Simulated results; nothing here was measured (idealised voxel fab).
process module | voxel quadruple lines
cross-section cut | 235 nm wide | cells 5 nm
A cross-section is a grid of square cells, given in bands from the top down. A band is one or more rows of cells.
Each band's line starts with the height of the band's top and of its bottom, in nm. Then come its materials from left to right, each with its width in nm. One material with "throughout" fills the band from edge to edge. "air" is empty space.
Height 0 is the level under which the wafer as received is all one material. The lowest band goes on downwards, as in "0 down".
A width such as "30 to 40" changes by the same amount from each row of cells to the next, from the band's top row to its bottom row.
"no change" after a step means that no cell of the cross-section changed.
closed voids: empty space of 8 cells or more with no open way to the top, each as width x height at its distance from the left edge, in nm
after a step's settings: what the simulator itself notes on the step
overlay nm, on a step with a mask: how far to the right of its planned place the mask lay; to the left if negative
Each pair below shows a cross-section before one step and the cross-section after it, down to the lowest band that changed. The line under each pair gives the step between them, with its settings. The pairs can come from different runs of this module on the same starting wafer, so a pair continues from the pair above only where its "before" says so.
before
  40 to 35: air 35 | SiCN 25 | air 15 | SiCN 25 | air 15 | SiCN 25 | air 15 | SiCN 25 | air 55
  35 to 25: air 35 | SiCN 5 | polySi 15 | SiCN 5 | air 15 | SiCN 5 | polySi 15 | SiCN 5 | air 15 | SiCN 5 | polySi 15 | SiCN 5 | air 15 | SiCN 5 | polySi 15 | SiCN 5 | air 55
  25 to 20: SiCN 40 | polySi 15 | SiCN 25 | polySi 15 | SiCN 25 | polySi 15 | SiCN 25 | polySi 15 | SiCN 60
  20 to 5: Ru throughout
  5 to 0: SiO2 throughout
  0 down: Si throughout
  closed voids: none
after
  35 to 20: air 35 | SiCN 5 | polySi 15 | SiCN 5 | air 15 | SiCN 5 | polySi 15 | SiCN 5 | air 15 | SiCN 5 | polySi 15 | SiCN 5 | air 15 | SiCN 5 | polySi 15 | SiCN 5 | air 55
  below 20: unchanged
  closed voids: none
the step between: op DIRECTIONAL_ETCH | etch materials SiCN | depth nm 5
before: the cross-section after the pair above
after
  35 to 20: air 35 | SiCN 5 | air 15 | SiCN 5 | air 15 | SiCN 5 | air 15 | SiCN 5 | air 15 | SiCN 5 | air 15 | SiCN 5 | air 15 | SiCN 5 | air 15 | SiCN 5 | air 55
  below 20: unchanged
  closed voids: none
the step between: op STRIP | etch materials polySi
before: the cross-section after the pair above
after
  35 to 20: air 35 | SiCN 5 | air 15 | SiCN 5 | air 15 | SiCN 5 | air 15 | SiCN 5 | air 15 | SiCN 5 | air 15 | SiCN 5 | air 15 | SiCN 5 | air 15 | SiCN 5 | air 55
  20 to 5: air 35 | Ru 5 | air 15 | Ru 5 | air 15 | Ru 5 | air 15 | Ru 5 | air 15 | Ru 5 | air 15 | Ru 5 | air 15 | Ru 5 | air 15 | Ru 5 | air 55
  below 5: unchanged
  closed voids: none
the step between: op DIRECTIONAL_ETCH | etch materials Ru | depth nm 15
before: the cross-section after the pair above
after
  20 to 5: air 35 | Ru 5 | air 15 | Ru 5 | air 15 | Ru 5 | air 15 | Ru 5 | air 15 | Ru 5 | air 15 | Ru 5 | air 15 | Ru 5 | air 15 | Ru 5 | air 55
  below 5: unchanged
  closed voids: none
the step between: op STRIP | etch materials SiCN
before
  35 to 20: polySi throughout
  20 to 5: Ru throughout
  5 to 0: SiO2 throughout
  0 down: Si throughout
  closed voids: none
after
  60 to 35: Ru throughout
  below 35: unchanged
  closed voids: none
the step between: op DIRECTIONAL_DEP | material Ru | thk nm 25
before: the cross-section after the pair above
after
  95 to 60: air 65 | resist 25 | air 55 | resist 25 | air 65
  below 60: unchanged
  closed voids: none
the step between: op PATTERN | tone cover | mask id MANDREL | material resist | width nm 25 | pitch nm 80 | thk nm 35 | overlay nm 0
before: the cross-section after the pair above
after
  70 to 60: air 65 | resist 25 | air 55 | resist 25 | air 65
  below 60: unchanged
  closed voids: none
the step between: op DIRECTIONAL_ETCH | etch materials aC | depth nm 25
before: the cross-section after the pair above
after
  60 to 35: Ru throughout
  below 35: unchanged
  closed voids: none
the step between: op STRIP | etch materials resist
before: the cross-section after the pair above
after
  75 to 60: SiO2 throughout
  below 60: unchanged
  closed voids: none
the step between: op CONFORMAL_DEP | material SiO2 | thk nm 15
before: the cross-section after the pair above
after
  60 to 35: Ru throughout
  below 35: unchanged
  closed voids: none
the step between: op DIRECTIONAL_ETCH | etch materials SiO2 | depth nm 15
before: the cross-section after the pair above
after
  65 to 60: SiCN throughout
  below 60: unchanged
  closed voids: none
the step between: op CONFORMAL_DEP | material SiCN | thk nm 5
before: the cross-section after the pair above
after
  60 to 35: Ru throughout
  below 35: unchanged
  closed voids: none
the step between: op DIRECTIONAL_ETCH | etch materials SiCN | depth nm 5
before: the cross-section after the pair above
after
  45 to 35: Ru throughout
  below 35: unchanged
  closed voids: none
the step between: op DIRECTIONAL_ETCH | etch materials Ru | depth nm 15
before
  60 to 35: aC throughout
  35 to 20: polySi throughout
  20 to 5: Ru throughout
  5 to 0: SiO2 throughout
  0 down: Si throughout
  closed voids: none
after
  95 to 60: resist 65 | air 25 | resist 55 | air 25 | resist 65
  below 60: unchanged
  closed voids: none
the step between: op PATTERN | tone open | mask id MANDREL | material resist | width nm 25 | pitch nm 80 | thk nm 35 | overlay nm 0
before: the cross-section after the pair above
after
  70 to 60: resist 65 | air 25 | resist 55 | air 25 | resist 65
  60 to 35: aC 65 | air 25 | aC 55 | air 25 | aC 65
  below 35: unchanged
  closed voids: none
the step between: op DIRECTIONAL_ETCH | etch materials aC | depth nm 25
before: the cross-section after the pair above
after
  60 to 35: aC 65 | air 25 | aC 55 | air 25 | aC 65
  below 35: unchanged
  closed voids: none
the step between: op STRIP | etch materials resist
before: the cross-section after the pair above
after
  75 to 60: SiO2 throughout
  60 to 35: aC 65 | SiO2 25 | aC 55 | SiO2 25 | aC 65
  below 35: unchanged
  closed voids: none
the step between: op CONFORMAL_DEP | material SiO2 | thk nm 15
before: the cross-section after the pair above
after
  60 to 35: aC 65 | SiO2 25 | aC 55 | SiO2 25 | aC 65
  below 35: unchanged
  closed voids: none
the step between: op DIRECTIONAL_ETCH | etch materials SiO2 | depth nm 15
before: the cross-section after the pair above
after
  60 to 35: air 65 | SiO2 25 | air 55 | SiO2 25 | air 65
  below 35: unchanged
  closed voids: none
the step between: op STRIP | etch materials aC
before: the cross-section after the pair above
after
  60 to 35: air 65 | SiO2 25 | air 55 | SiO2 25 | air 65
  35 to 20: air 65 | polySi 25 | air 55 | polySi 25 | air 65
  below 20: unchanged
  closed voids: none
the step between: op DIRECTIONAL_ETCH | etch materials polySi | depth nm 15
before: the cross-section after the pair above
after
  35 to 20: air 65 | polySi 25 | air 55 | polySi 25 | air 65
  below 20: unchanged
  closed voids: none
the step between: op STRIP | etch materials SiO2
before: the cross-section after the pair above
after
  40 to 35: air 60 | SiCN 35 | air 45 | SiCN 35 | air 60
  35 to 25: air 60 | SiCN 5 | polySi 25 | SiCN 5 | air 45 | SiCN 5 | polySi 25 | SiCN 5 | air 60
  25 to 20: SiCN 65 | polySi 25 | SiCN 55 | polySi 25 | SiCN 65
  below 20: unchanged
  closed voids: none
the step between: op CONFORMAL_DEP | material SiCN | thk nm 5
before: the cross-section after the pair above
after
  35 to 20: air 60 | SiCN 5 | polySi 25 | SiCN 5 | air 45 | SiCN 5 | polySi 25 | SiCN 5 | air 60
  below 20: unchanged
  closed voids: none
the step between: op DIRECTIONAL_ETCH | etch materials SiCN | depth nm 5
before: the cross-section after the pair above
after
  35 to 20: air 60 | SiCN 5 | air 25 | SiCN 5 | air 45 | SiCN 5 | air 25 | SiCN 5 | air 60
  below 20: unchanged
  closed voids: none
the step between: op STRIP | etch materials polySi
before: the cross-section after the pair above
after
  35 to 20: air 60 | SiCN 5 | air 25 | SiCN 5 | air 45 | SiCN 5 | air 25 | SiCN 5 | air 60
  20 to 5: air 60 | Ru 5 | air 25 | Ru 5 | air 45 | Ru 5 | air 25 | Ru 5 | air 60
  below 5: unchanged
  closed voids: none
the step between: op DIRECTIONAL_ETCH | etch materials Ru | depth nm 15
before: the cross-section after the pair above
after
  20 to 5: air 60 | Ru 5 | air 25 | Ru 5 | air 45 | Ru 5 | air 25 | Ru 5 | air 60
  below 5: unchanged
  closed voids: none
the step between: op STRIP | etch materials SiCN
